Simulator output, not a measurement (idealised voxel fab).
voxel gate over fins: a process module
For reference, the cross-section in this document is cut, with width 155 nm and square cells of 5 nm.
Notation: cross-section as square-cell grid; stated in bands, top first, going down; one or more cell rows per band. First you get the band's top height and its bottom height, in nm, and then the materials it's made of, left to right, with each width in nm. If you see a single material with "all across", that one covers the band edge to edge. "blank" is empty space. Height is counted from the level 0, under which the received wafer is composed throughout of one material. The lowest of the bands is not closed at the bottom but continues downward, in the notation "top 0, no bottom". Graded width ("30->40"): value in top row of band = first number; value in bottom row = second number; row-to-row change constant. Basically "remained the same" means that step didn't change any cell in the cross-section. "Tabulated closed voids" enumerates empty spaces isolated from the top, with no open way to it, that contain at least 8 cells, giving each as width x height at distance from the left edge, all three in nm. Whatever follows a step's settings on its line is a remark the simulator itself makes about that step. Steps that use a mask can have "overlay nm" on their line. It says how far the mask sat to the right of where it was meant to be. Negative means to the left.

### plan
1: RECEIVE: material Si
2: CONFORMAL_DEP: material SiN, thk nm 10
3: MASKED_ETCH: tone cover, mask id FINS, width nm 15, pitch nm 40, etch materials SiN, depth nm 10, overlay nm 0
4: MASKED_ETCH: tone cover, mask id FINS, width nm 15, pitch nm 40, etch materials Si, depth nm 40, overlay nm 0
5: OXIDIZE: depth nm 5
6: FILL_DEP: material SiO2, thk nm 10
7: CMP: height nm 10
8: SELECTIVE_ETCH: etch materials SiO2, depth nm 25
9: STRIP: etch materials SiN
10: CONFORMAL_DEP: material HfO2, thk nm 5
11: CONFORMAL_DEP: material TiN, thk nm 5
12: CONFORMAL_DEP: material TiAl, thk nm 5
13: CONFORMAL_DEP: material TiN, thk nm 5
14: FILL_DEP: material W, thk nm 10
15: CMP: height nm 25
16: CONFORMAL_DEP: material SiCN, thk nm 5

### The cross-section here shows the wafer as received, i.e. in its state after step 1
top 0, no bottom  Si all across
Tabulated closed voids: none

### Starting wafer: above. Plan: above. Run: one mistake. Cross-section after the module: below
top 30, bottom 25  SiCN all across
top 25, bottom 20  W all across
top 20, bottom 15  W: 30 / TiN: 95 / W: 30
top 15, bottom 10  W: 30 / TiN: 5 / TiAl: 85 / TiN: 5 / W: 30
top 10, bottom 5  W: 30 / TiN: 5 / TiAl: 5 / TiN: 35 / TiAl: 5 / TiN: 35 / TiAl: 5 / TiN: 5 / W: 30
top 5, bottom 0  TiN: 35 / TiAl: 5 / TiN: 5 / HfO2: 25 / TiN: 5 / TiAl: 5 / TiN: 5 / HfO2: 25 / TiN: 5 / TiAl: 5 / TiN: 35
top 0, bottom -5  TiAl: 40 / TiN: 5 / HfO2: 5 / Si: 15 / HfO2: 5 / TiN: 5 / TiAl: 5 / TiN: 5 / HfO2: 5 / Si: 15 / HfO2: 5 / TiN: 5 / TiAl: 40
top -5, bottom -10  TiN: 45 / HfO2: 5 / Si: 15 / HfO2: 5 / TiN: 15 / HfO2: 5 / Si: 15 / HfO2: 5 / TiN: 45
top -10, bottom -15  HfO2: 50 / Si: 15 / HfO2: 25 / Si: 15 / HfO2: 50
top -15, bottom -45  SiO2: 50 / Si: 15 / SiO2: 25 / Si: 15 / SiO2: 50
top -45, no bottom  Si all across
Tabulated closed voids: none
What broke from the plan during processing? step 3 ran as: MASKED_ETCH: tone cover, mask id FINS, width nm 25, pitch nm 40, etch materials SiN, depth nm 10, overlay nm 0
